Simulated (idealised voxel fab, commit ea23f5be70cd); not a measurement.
The following is a process module called voxel fin reveal.
This is section cut - it's 210 nm across, gridded in 5 nm square cells.
Cross-section, as written here: a square-cell grid given band by band from the top down, where a band holds one or more rows of cells. The band entry comprises the height of the band's top followed by the height of its bottom, expressed in nm, and subsequently the band's materials from left to right, each stated together with its width in nm. Where a single material is marked with the word "edge to edge", that material fills the band from edge to edge. The word "air" represents empty space. Ref level 0: as-received wafer is one material below here. Bottom band extends down with no lower bound ("0 nm and below"). With a width like "30->40", each row of cells in the band differs from the next by the same amount, the top row carrying the first number and the bottom row the second. When a step is marked "changes: none", none of the cells in the cross-section changed during that step. "Sealed voids" specifies each empty space that is not open to the top and that occupies no fewer than 8 cells, using the form width x height at distance, the distance measured from the left edge and all three quantities in nm. Text after the settings on a step's line: the simulator's own remark on that step. A step's line can hold "overlay nm"; with a mask on that step, the setting says how far right of the planned place the mask lay, while a negative setting says it lay to the left.
PROCESS STEPS FORESEEN IN THE PLAN
1. op RECEIVE | material Si
2. op CONFORMAL_DEP | material SiN | thk nm 5
3. op PATTERN | tone cover | mask id FINS | material resist | width nm 15 | pitch nm 40 | thk nm 20 | overlay nm 0
4. op DIRECTIONAL_ETCH | etch materials SiN | depth nm 5
5. op DIRECTIONAL_ETCH | etch materials Si | depth nm 35
6. op STRIP | etch materials resist
7. op FILL_DEP | material SiO2 | thk nm 5
8. op CMP | height nm 5
9. op SELECTIVE_ETCH | etch materials SiO2 | depth nm 30
10. op STRIP | etch materials SiN
11. op CONFORMAL_DEP | material HfO2 | thk nm 5
For clarity, it should be stated that the wafers under discussion commence in an identical condition and differ with respect to the thk nm of step 11, the plan indicating the value that the first wafer had.
HERE'S THE FIRST OF THE WAFERS IN CROSS-SECTION, JUST AS WE GOT IT, I.E. AFTER STEP 1
	0 nm and below | Si edge to edge
	Sealed voids: none
THE FIGURE BELOW PRESENTS A CROSS-SECTION OF THE FIRST OF SEVERAL WAFERS AT THE CONCLUSION OF THE MODULE, FOLLOWING ITS LAST STEP, STEP 11
	5 nm to 0 nm | air (30)  HfO2 (25)  air (15)  HfO2 (25)  air (15)  HfO2 (25)  air (15)  HfO2 (25)  air (35)
	0 nm to -20 nm | air (30)  HfO2 (5)  Si (15)  HfO2 (5)  air (15)  HfO2 (5)  Si (15)  HfO2 (5)  air (15)  HfO2 (5)  Si (15)  HfO2 (5)  air (15)  HfO2 (5)  Si (15)  HfO2 (5)  air (35)
	-20 nm to -25 nm | HfO2 (35)  Si (15)  HfO2 (25)  Si (15)  HfO2 (25)  Si (15)  HfO2 (25)  Si (15)  HfO2 (40)
	-25 nm to -35 nm | SiO2 (35)  Si (15)  SiO2 (25)  Si (15)  SiO2 (25)  Si (15)  SiO2 (25)  Si (15)  SiO2 (40)
	-35 nm and below | Si edge to edge
	Sealed voids: none
END OF MODULE: CROSS-SECTION, LAST OF SEVERAL WAFERS
	20 nm to 0 nm | air (15)  HfO2 (175)  air (20)
	0 nm to -5 nm | air (15)  HfO2 (20)  Si (15)  HfO2 (25)  Si (15)  HfO2 (25)  Si (15)  HfO2 (25)  Si (15)  HfO2 (20)  air (20)
	-5 nm to -25 nm | HfO2 (35)  Si (15)  HfO2 (25)  Si (15)  HfO2 (25)  Si (15)  HfO2 (25)  Si (15)  HfO2 (40)
	-25 nm to -35 nm | SiO2 (35)  Si (15)  SiO2 (25)  Si (15)  SiO2 (25)  Si (15)  SiO2 (25)  Si (15)  SiO2 (40)
	-35 nm and below | Si edge to edge
	Sealed voids: none
THE TABLE BELOW HAS ONE ROW FOR EACH WAFER; A ROW SHOWS, AS OF THE END OF THE MODULE, HOW MANY CELLS OF EACH MATERIAL THE WAFER HAS GAINED, MARKED (+), OR LOST, MARKED (-), SINCE IT WAS RECEIVED, AND THEN THE WAFER'S CLOSED VOIDS
thk nm 5 | +82 HfO2 | -210 Si | +60 SiO2 | Sealed voids: none
thk nm 10 | +164 HfO2 | -210 Si | +60 SiO2 | Sealed voids: none
thk nm 15 | +231 HfO2 | -210 Si | +60 SiO2 | Sealed voids: none
thk nm 20 | +283 HfO2 | -210 Si | +60 SiO2 | Sealed voids: none
